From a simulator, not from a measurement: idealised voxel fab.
Documented hereafter: the process module known as voxel wiring stack.
The cross-section shown here is cut; it is 300 nm wide and divided into square cells measuring 5 nm on a side.
Notation: cross-section as square-cell grid; stated in bands, top first, going down; one or more cell rows per band.
A band entry consists of two parts. The first gives the height of the band's top and the height of its bottom, in nm. The rest lists the band's materials from left to right, each with its width in nm. A single material labelled with the word "full width" fills the band from edge to edge, and the word "blank" marks empty space.
It should be noted that heights are counted from 0, beneath which the wafer as supplied is of one material throughout, and that the lowest band possesses no lower boundary but continues downward, as written in "0 nm and below".
Top row gets the first number, bottom row gets the second, and each row in between changes by the same step: that is how a band width like "30->40" works.
"no alteration" (step): cross-section cells unchanged, all of them.
Entry "Enclosed void entries" = empty spaces >= 8 cells with no open way to the top; each as width x height at distance, distance from left edge, all nm.
On a step's line, text after the settings is the simulator commenting on that step.
overlay nm: step with mask; distance mask lay right of planned place; negative value = left of planned place.
PROCESS STEPS FORESEEN IN THE PLAN
- 1: op RECEIVE | material Si
- 2: op CONFORMAL_DEP | material SiO2 | thk nm 10
- 3: op DIRECTIONAL_DEP | material TiN | thk nm 5
- 4: op DIRECTIONAL_DEP | material Ru | thk nm 15
- 5: op PATTERN | tone cover | mask id METAL_1 | material resist | width nm 20 | pitch nm 40 | thk nm 15 | overlay nm -15
- 6: op DIRECTIONAL_ETCH | etch materials Ru | depth nm 15
- 7: op DIRECTIONAL_ETCH | etch materials TiN | depth nm 5
- 8: op STRIP | etch materials resist
- 9: op CONFORMAL_DEP | material SiCN | thk nm 5
- 10: op FILL_DEP | material SiO2 | thk nm 5
- 11: op CMP | height nm 30
- 12: op CONFORMAL_DEP | material SiCN | thk nm 5
- 13: op DIRECTIONAL_DEP | material SiO2 | thk nm 15
- 14: op DIRECTIONAL_DEP | material aC | thk nm 15
- 15: op PATTERN | tone open | mask id PLUG_1 | material resist | width nm 15 | pitch nm 40 | thk nm 30 | overlay nm 0
- 16: op DIRECTIONAL_ETCH | etch materials aC | depth nm 15
- 17: op STRIP | etch materials resist
- 18: op DIRECTIONAL_ETCH | etch materials SiO2 | depth nm 15
- 19: op DIRECTIONAL_ETCH | etch materials SiCN | depth nm 5
- 20: op STRIP | etch materials aC
- 21: op CONFORMAL_DEP | material TiN | thk nm 5
- 22: op FILL_DEP | material Cu | thk nm 5
- 23: op CMP | height nm 50
- 24: op CONFORMAL_DEP | material SiN | thk nm 5
- 25: op DIRECTIONAL_DEP | material lowk | thk nm 20
- 26: op DIRECTIONAL_DEP | material aC | thk nm 15
- 27: op PATTERN | tone open | mask id METAL_2 | material resist | width nm 20 | pitch nm 40 | thk nm 30 | overlay nm 0
- 28: op DIRECTIONAL_ETCH | etch materials aC | depth nm 15
- 29: op STRIP | etch materials resist
- 30: op DIRECTIONAL_ETCH | etch materials lowk | depth nm 20
- 31: op DIRECTIONAL_ETCH | etch materials SiN | depth nm 5
- 32: op STRIP | etch materials aC
- 33: op CONFORMAL_DEP | material TiN | thk nm 5
- 34: op FILL_DEP | material Cu | thk nm 5
- 35: op CMP | height nm 75
- 36: op CONFORMAL_DEP | material SiCN | thk nm 5
- 37: op DIRECTIONAL_DEP | material lowk | thk nm 30
- 38: op PATTERN | tone open | mask id METAL_3_HOLES | material resist | width nm 15 | thk nm 20 | overlay nm 0
- 39: op DIRECTIONAL_ETCH | etch materials lowk | depth nm 30
- 40: op STRIP | etch materials resist
- 41: op MASKED_ETCH | tone open | mask id METAL_3 | width nm 20 | pitch nm 40 | etch materials lowk | depth nm 15 | overlay nm 0
- 42: op MASKED_ETCH | tone open | mask id METAL_3 | width nm 20 | pitch nm 40 | etch materials SiCN | depth nm 5 | overlay nm 0
- 43: op CONFORMAL_DEP | material TiN | thk nm 5
- 44: op FILL_DEP | material Ru | thk nm 5
- 45: op CMP | height nm 110
- 46: op CONFORMAL_DEP | material SiN | thk nm 5
Keep in mind the plan's value for the overlay nm of step 5 comes from the first wafer; the wafers don't share that setting, but they do share the same starting point.
THE FIRST OF SEVERAL WAFERS, AS RECEIVED AFTER STEP 1, SEEN IN SECTION
* 0 nm and below = Si full width
* Enclosed void entries: none
MODULE END STATE AFTER FINAL STEP 46: CROSS-SECTION OF THE FIRST OF SEVERAL WAFERS
* 115 nm to 110 nm = SiN full width
* 110 nm to 100 nm = lowk=120 | TiN=5 | Ru=10 | TiN=5 | lowk=20 | TiN=5 | Ru=10 | TiN=5 | lowk=120
* 100 nm to 95 nm = lowk=120 | TiN=5 | Ru=5 | TiN=10 | lowk=20 | TiN=20 | lowk=120
* 95 nm to 80 nm = lowk=120 | TiN=5 | Ru=5 | TiN=5 | lowk=165
* 80 nm to 75 nm = SiCN=120 | TiN=15 | SiCN=165
* 75 nm to 55 nm = lowk=120 | TiN=5 | Cu=10 | TiN=5 | lowk=20 | TiN=5 | Cu=10 | TiN=5 | lowk=120
* 55 nm to 50 nm = SiN=120 | TiN=20 | SiN=20 | TiN=20 | SiN=120
* 50 nm to 35 nm = SiO2=120 | TiN=5 | Cu=5 | TiN=5 | SiO2=25 | TiN=5 | Cu=5 | TiN=5 | SiO2=125
* 35 nm to 30 nm = SiCN=120 | TiN=15 | SiCN=25 | TiN=15 | SiCN=125
* 30 nm to 15 nm = SiO2=100 | SiCN=5 | Ru=20 | SiCN=5 | SiO2=10 | SiCN=5 | Ru=20 | SiCN=5 | SiO2=130
* 15 nm to 10 nm = SiCN=105 | TiN=20 | SiCN=20 | TiN=20 | SiCN=135
* 10 nm to 0 nm = SiO2 full width
* 0 nm and below = Si full width
* Enclosed void entries: none
LAST-WAFER CROSS-SECTION AT THE END OF THE MODULE
* 115 nm to 110 nm = SiN full width
* 110 nm to 100 nm = lowk=120 | TiN=5 | Ru=10 | TiN=5 | lowk=20 | TiN=5 | Ru=10 | TiN=5 | lowk=120
* 100 nm to 95 nm = lowk=120 | TiN=5 | Ru=5 | TiN=10 | lowk=20 | TiN=20 | lowk=120
* 95 nm to 80 nm = lowk=120 | TiN=5 | Ru=5 | TiN=5 | lowk=165
* 80 nm to 75 nm = SiCN=120 | TiN=15 | SiCN=165
* 75 nm to 55 nm = lowk=120 | TiN=5 | Cu=10 | TiN=5 | lowk=20 | TiN=5 | Cu=10 | TiN=5 | lowk=120
* 55 nm to 50 nm = SiN=120 | TiN=20 | SiN=20 | TiN=20 | SiN=120
* 50 nm to 35 nm = SiO2=120 | TiN=5 | Cu=5 | TiN=5 | SiO2=25 | TiN=5 | Cu=5 | TiN=5 | SiO2=125
* 35 nm to 30 nm = SiCN=120 | TiN=15 | SiCN=25 | TiN=15 | SiCN=125
* 30 nm to 15 nm = SiO2=130 | SiCN=5 | Ru=20 | SiCN=5 | SiO2=10 | SiCN=5 | Ru=20 | SiCN=5 | SiO2=100
* 15 nm to 10 nm = SiCN=135 | TiN=20 | SiCN=20 | TiN=20 | SiCN=105
* 10 nm to 0 nm = SiO2 full width
* 0 nm and below = Si full width
* Enclosed void entries: none
THE ROWS OF THE TABLE BELOW ARE WAFERS. LOOKING AT THE END OF THE MODULE, A ROW COUNTS, FOR EVERY MATERIAL, THE CELLS THE WAFER HAS GAINED, SHOWN AS (+), OR LOST, SHOWN AS (-), SINCE IT WAS RECEIVED; ITS CLOSED VOIDS COME NEXT
overlay nm -15, +22 Cu, +36 Ru, +175 SiCN, +112 SiN, +426 SiO2, +74 TiN, +535 lowk, Enclosed void entries: none
overlay nm -10, +22 Cu, +36 Ru, +175 SiCN, +112 SiN, +426 SiO2, +74 TiN, +535 lowk, Enclosed void entries: none
overlay nm -5, +22 Cu, +36 Ru, +175 SiCN, +112 SiN, +426 SiO2, +74 TiN, +535 lowk, Enclosed void entries: none
overlay nm 0, +22 Cu, +36 Ru, +175 SiCN, +112 SiN, +426 SiO2, +74 TiN, +535 lowk, Enclosed void entries: none
overlay nm 5, +22 Cu, +36 Ru, +175 SiCN, +112 SiN, +426 SiO2, +74 TiN, +535 lowk, Enclosed void entries: none
overlay nm 10, +22 Cu, +36 Ru, +175 SiCN, +112 SiN, +426 SiO2, +74 TiN, +535 lowk, Enclosed void entries: none
overlay nm 15, +22 Cu, +36 Ru, +175 SiCN, +112 SiN, +426 SiO2, +74 TiN, +535 lowk, Enclosed void entries: none
